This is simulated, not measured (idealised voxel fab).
Process module in this document: voxel self aligned contacts
cross-section cut | 170 nm wide | cells 5 nm
Bands, listed from the top down, are how a cross-section gets written in this document; the cross-section itself is a grid of square cells, and a band is one or more rows of them.
This entry defines a band. It first specifies the height of the band's top and the height of its bottom in nm, and then specifies the band's materials from left to right, stating each material with its width in nm. The word "edge to edge" identifies a single material that fills the band from edge to edge, while the word "air" identifies empty space.
Basically, 0 is our baseline, since under it the wafer straight out of the box is all one material. The bottom band has no lower end and keeps on going down, so it looks like "from 0 down".
The width entry "30 to 40" should be interpreted row by row: the top row of cells in the band takes the first number, the bottom row takes the second number, and the change between adjacent rows is uniform throughout.
"all unchanged" (step): cross-section cells unchanged, all of them.
Heads up: "Unvented cavities" only lists the empty pockets with no open path to the top that are 8 cells or more, and it writes them as width x height at distance, distance from the left edge, in nm.
Formally, on a step line, whatever follows the settings is a remark that the simulator itself makes on the step.
overlay nm: for a step with a mask, the amount by which the mask lay right of where it was planned; a negative amount means left of it.
PLANNED PROCESS STEPS
1) RECEIVE,material Si
2) CONFORMAL_DEP,material SiO2,thk nm 5
3) DIRECTIONAL_DEP,material polySi,thk nm 25
4) DIRECTIONAL_DEP,material SiN,thk nm 20
5) PATTERN,tone cover,mask id GATE,material resist,width nm 35,pitch nm 70,thk nm 15,overlay nm 0
6) DIRECTIONAL_ETCH,etch materials SiN,depth nm 20
7) DIRECTIONAL_ETCH,etch materials polySi,depth nm 25
8) STRIP,etch materials resist
9) CONFORMAL_DEP,material SiN,thk nm 10
10) DIRECTIONAL_ETCH,etch materials SiN,depth nm 10
11) FILL_DEP,material SiO2,thk nm 20
12) CMP,height nm 60
13) PATTERN,tone open,mask id CONTACT,material resist,width nm 55,thk nm 15,overlay nm 0
14) DIRECTIONAL_ETCH,etch materials SiO2,depth nm 60
15) STRIP,etch materials resist
16) CONFORMAL_DEP,material TiN,thk nm 5
17) FILL_DEP,material Ru,thk nm 10
18) CMP,height nm 60
19) CONFORMAL_DEP,material SiCN,thk nm 5
WAFER AT RECEIPT (POST STEP 1), CROSS-SECTION
* from 0 down = Si edge to edge
* Unvented cavities: none
WAFER AT MODULE END, IN SECTION. BEGAN AS ABOVE, PLANNED AS ABOVE, RUN WITH ONE MISTAKE
* from 65 to 60 = SiCN edge to edge
* from 60 to 45 = 20 of SiO2 / 55 of SiN / 5 of TiN / 5 of Ru / 5 of TiN / 55 of SiN / 25 of SiO2
* from 45 to 40 = 20 of SiO2 / 55 of SiN / 15 of TiN / 55 of SiN / 25 of SiO2
* from 40 to 30 = SiN edge to edge
* from 30 to 5 = polySi edge to edge
* from 5 to 0 = SiO2 edge to edge
* from 0 down = Si edge to edge
* Unvented cavities: none
What went wrong in running the wafer? it should be noted that step 4 was executed with settings other than those planned, the operation and settings actually applied being DIRECTIONAL_DEP,material SiN,thk nm 30
